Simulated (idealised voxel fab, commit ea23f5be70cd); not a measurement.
process module | voxel capacitor over wiring
Square cells of 5 nm make up the cross-section cut, whose width is 155 nm.
Cross-section, as written here: a square-cell grid given band by band from the top down, where a band holds one or more rows of cells.
Quick guide to a band line: top height, bottom height (nm) up front; then every material left to right with its width in nm. Only one material and it's marked "full width"? Then it fills the band edge to edge. And "empty" just means empty space.
Heights from 0 (as-received wafer is one material below). Bottom band endless downward, as "0 down".
The notation "30..40" denotes a width that varies across the rows of cells in the band, beginning at the first number in the top row, finishing at the second number in the bottom row, and changing by an identical amount from each row to the next.
Key: "no alterations made" - step with no changed cell in the cross-section.
"Fully closed voids" specifies each empty space that is not open to the top and that occupies no fewer than 8 cells, using the form width x height at distance, the distance measured from the left edge and all three quantities in nm.
That trailing text on a step's line, after the settings, is the simulator's own remark on the step.
overlay nm: step with mask; distance mask lay right of planned place; negative value = left of planned place.

The process steps that were planned are listed below
step 1: op RECEIVE | material Si
step 2: op CONFORMAL_DEP | material SiO2 | thk nm 15
step 3: op DIRECTIONAL_DEP | material TiN | thk nm 5
step 4: op DIRECTIONAL_DEP | material Ru | thk nm 15
step 5: op DIRECTIONAL_DEP | material aC | thk nm 15
step 6: op PATTERN | tone cover | mask id METAL_1 | material resist | width nm 25 | pitch nm 95 | thk nm 35 | overlay nm 0
step 7: op DIRECTIONAL_ETCH | etch materials aC | depth nm 15
step 8: op STRIP | etch materials resist
step 9: op DIRECTIONAL_ETCH | etch materials Ru | depth nm 15
step 10: op DIRECTIONAL_ETCH | etch materials TiN | depth nm 5
step 11: op STRIP | etch materials aC
step 12: op CONFORMAL_DEP | material SiCN | thk nm 5
step 13: op FILL_DEP | material lowk | thk nm 10
step 14: op CMP | height nm 35
step 15: op CONFORMAL_DEP | material SiCN | thk nm 5
step 16: op DIRECTIONAL_DEP | material SiO2 | thk nm 20
step 17: op DIRECTIONAL_DEP | material aC | thk nm 10
step 18: op PATTERN | tone open | mask id PLUG_1 | material resist | width nm 15 | thk nm 25 | overlay nm 0
step 19: op DIRECTIONAL_ETCH | etch materials aC | depth nm 10
step 20: op STRIP | etch materials resist
step 21: op DIRECTIONAL_ETCH | etch materials SiO2 | depth nm 20
step 22: op DIRECTIONAL_ETCH | etch materials SiCN | depth nm 5
step 23: op STRIP | etch materials aC
step 24: op EPI | material Ru | thk nm 10
step 25: op EPI | material Ru | thk nm 10
step 26: op EPI | material Ru | thk nm 5
step 27: op DIRECTIONAL_DEP | material TiN | thk nm 10
step 28: op DIRECTIONAL_DEP | material Al2O3 | thk nm 5
step 29: op DIRECTIONAL_DEP | material TiN | thk nm 10
step 30: op PATTERN | tone cover | mask id UPPER_PLATE | material resist | width nm 75 | thk nm 15 | overlay nm 0
step 31: op DIRECTIONAL_ETCH | etch materials TiN | depth nm 10
step 32: op DIRECTIONAL_ETCH | etch materials Al2O3 | depth nm 5
step 33: op STRIP | etch materials resist
step 34: op DIRECTIONAL_DEP | material aC | thk nm 10
step 35: op PATTERN | tone cover | mask id LOWER_PLATE | material resist | width nm 85 | thk nm 30 | overlay nm 0
step 36: op DIRECTIONAL_ETCH | etch materials aC | depth nm 10
step 37: op STRIP | etch materials resist
step 38: op DIRECTIONAL_ETCH | etch materials TiN | depth nm 10
step 39: op STRIP | etch materials aC
step 40: op FILL_DEP | material SiO2 | thk nm 15
step 41: op CMP | height nm 95
step 42: op MASKED_ETCH | tone open | mask id PLUG_2 | width nm 15 | etch materials SiO2 | depth nm 10 | overlay nm 0
step 43: op CONFORMAL_DEP | material TiN | thk nm 5
step 44: op FILL_DEP | material W | thk nm 5
step 45: op CMP | height nm 95
step 46: op CONFORMAL_DEP | material SiCN | thk nm 5

Cross-sectional view of the wafer in its as-received condition, corresponding to the state after step 1
    0 down: Si full width
    Fully closed voids: none

Below is the wafer in cross-section after the module was completed. It began from the starting point shown above and followed the plan shown above, except that one mistake was made while running it
    100 to 95: SiCN full width
    95 to 90: SiO2 35 nm, TiN 5 nm, W 5 nm, TiN 5 nm, SiO2 105 nm
    90 to 85: SiO2 35 nm, TiN 15 nm, SiO2 105 nm
    85 to 75: SiO2 20 nm, TiN 70 nm, SiO2 65 nm
    75 to 70: SiO2 15 nm, Al2O3 75 nm, SiO2 65 nm
    70 to 60: SiO2 15 nm, TiN 90 nm, SiO2 50 nm
    60 to 40: SiO2 25 nm, Ru 15 nm, SiO2 115 nm
    40 to 35: SiCN 25 nm, Ru 15 nm, SiCN 115 nm
    35 to 20: lowk 10 nm, SiCN 5 nm, Ru 25 nm, SiCN 5 nm, lowk 60 nm, SiCN 5 nm, Ru 25 nm, SiCN 5 nm, lowk 15 nm
    20 to 15: SiCN 15 nm, TiN 25 nm, SiCN 70 nm, TiN 25 nm, SiCN 20 nm
    15 to 0: SiO2 full width
    0 down: Si full width
    Fully closed voids: none
Misprocessing identified: heads up, step 30 didn't go per plan, it actually ran as op PATTERN | tone cover | mask id UPPER_PLATE | material resist | width nm 75 | thk nm 15 | overlay nm -10
